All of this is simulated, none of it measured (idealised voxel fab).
Process module heading - voxel fin reveal
Pictured: cross-section cut, 245 nm wide, on a grid of 5 nm square cells.
When this document writes out a cross-section, it uses a grid of square cells and lists it as bands, beginning at the top and moving down, with a band standing for one or more rows of cells. The entry gives the band's vertical extent as a top height and a bottom height in nm, then its horizontal make-up as materials from left to right, each with a width in nm. "blank" stands for empty space; a single material marked "full width" fills the band edge to edge. Below 0: as-received wafer, all one material; heights counted from there. Lowest band: no bottom, goes on down, written "0 and below". The width entry "30 to 40" should be interpreted row by row: the top row of cells in the band takes the first number, the bottom row takes the second number, and the change between adjacent rows is uniform throughout. The cross-section has no changed cell in any step marked "changes: none". This entry, "Unvented voids", enumerates those empty regions of no fewer than 8 cells that possess no open connection to the top. Each region is reported in the form width x height at distance, the distance being taken from the left edge, with all three quantities expressed in nm. On each step's line, the part that comes after the settings is the simulator's own comment on the step. overlay nm: where the mask lay relative to plan, measured to the right, on steps with a mask; negatives go left.
The following list gives the planned process steps:
1,RECEIVE | material Si
2,CONFORMAL_DEP | material SiN | thk nm 10
3,DIRECTIONAL_DEP | material aC | thk nm 15
4,PATTERN | tone cover | mask id FINS | material resist | width nm 15 | pitch nm 45 | thk nm 30 | overlay nm 0
5,DIRECTIONAL_ETCH | etch materials aC | depth nm 15
6,STRIP | etch materials resist
7,DIRECTIONAL_ETCH | etch materials SiN | depth nm 10
8,DIRECTIONAL_ETCH | etch materials Si | depth nm 30
9,STRIP | etch materials aC
10,FILL_DEP | material SiO2 | thk nm 10
11,CMP | height nm 10
12,SELECTIVE_ETCH | etch materials SiO2 | depth nm 20
13,STRIP | etch materials SiN
14,CONFORMAL_DEP | material SiO2 | thk nm 5
First of the two wafers, run per plan:
Step 1 complete: cross-section of the wafer as received:
0 and below | Si full width
Unvented voids: none
After step 2, in cross-section:
10 down to 0 | SiN full width
Everything under 0 stays put, no change at all.
After step 3, in cross-section:
25 down to 10 | aC full width
Everything under 10 stays put, no change at all.
After step 4, in cross-section:
55 down to 25 | blank: 90, resist: 15, blank: 30, resist: 15, blank: 95
Everything under 25 stays put, no change at all.
After step 5, in cross-section:
40 down to 25 | blank: 90, resist: 15, blank: 30, resist: 15, blank: 95
25 down to 10 | blank: 90, aC: 15, blank: 30, aC: 15, blank: 95
Everything under 10 stays put, no change at all.
After step 6, in cross-section:
25 down to 10 | blank: 90, aC: 15, blank: 30, aC: 15, blank: 95
Everything under 10 stays put, no change at all.
After step 7, in cross-section:
25 down to 10 | blank: 90, aC: 15, blank: 30, aC: 15, blank: 95
10 down to 0 | blank: 90, SiN: 15, blank: 30, SiN: 15, blank: 95
Everything under 0 stays put, no change at all.
After step 8, in cross-section:
25 down to 10 | blank: 90, aC: 15, blank: 30, aC: 15, blank: 95
10 down to 0 | blank: 90, SiN: 15, blank: 30, SiN: 15, blank: 95
0 down to -30 | blank: 90, Si: 15, blank: 30, Si: 15, blank: 95
Everything under -30 stays put, no change at all.
After step 9, in cross-section:
10 down to 0 | blank: 90, SiN: 15, blank: 30, SiN: 15, blank: 95
Everything under 0 stays put, no change at all.
After step 10, in cross-section:
20 down to 10 | SiO2 full width
10 down to 0 | SiO2: 90, SiN: 15, SiO2: 30, SiN: 15, SiO2: 95
0 down to -30 | SiO2: 90, Si: 15, SiO2: 30, Si: 15, SiO2: 95
Everything under -30 stays put, no change at all.
After step 11, in cross-section:
10 down to 0 | SiO2: 90, SiN: 15, SiO2: 30, SiN: 15, SiO2: 95
Everything under 0 stays put, no change at all.
After step 12, in cross-section:
10 down to 0 | blank: 90, SiN: 15, blank: 30, SiN: 15, blank: 95
0 down to -10 | blank: 90, Si: 15, blank: 30, Si: 15, blank: 95
Everything under -10 stays put, no change at all.
After step 13, in cross-section:
0 down to -10 | blank: 90, Si: 15, blank: 30, Si: 15, blank: 95
Everything under -10 stays put, no change at all.
After step 14, in cross-section:
5 down to 0 | blank: 85, SiO2: 25, blank: 20, SiO2: 25, blank: 90
0 down to -5 | blank: 85, SiO2: 5, Si: 15, SiO2: 5, blank: 20, SiO2: 5, Si: 15, SiO2: 5, blank: 90
-5 down to -30 | SiO2: 90, Si: 15, SiO2: 30, Si: 15, SiO2: 95
Everything under -30 stays put, no change at all.
Wafer two. Same start, same plan, one slip in execution. Same as wafer one through step 13, inclusive:
Second wafer, section view, time point: scheduled end of step 14:
5 down to 0 | blank: 85, SiN: 25, blank: 20, SiN: 25, blank: 90
0 down to -5 | blank: 85, SiN: 5, Si: 15, SiN: 5, blank: 20, SiN: 5, Si: 15, SiN: 5, blank: 90
-5 down to -10 | SiN: 90, Si: 15, SiN: 30, Si: 15, SiN: 95
Everything under -10 stays put, no change at all.
What broke from the plan during processing? in deviation from the planned setting, step 14 was conducted as CONFORMAL_DEP | material SiN | thk nm 5
Once processing is complete, comparing cell counts shows that the second wafer has more or fewer of certain materials than the first: SiN +57; SiO2 -57
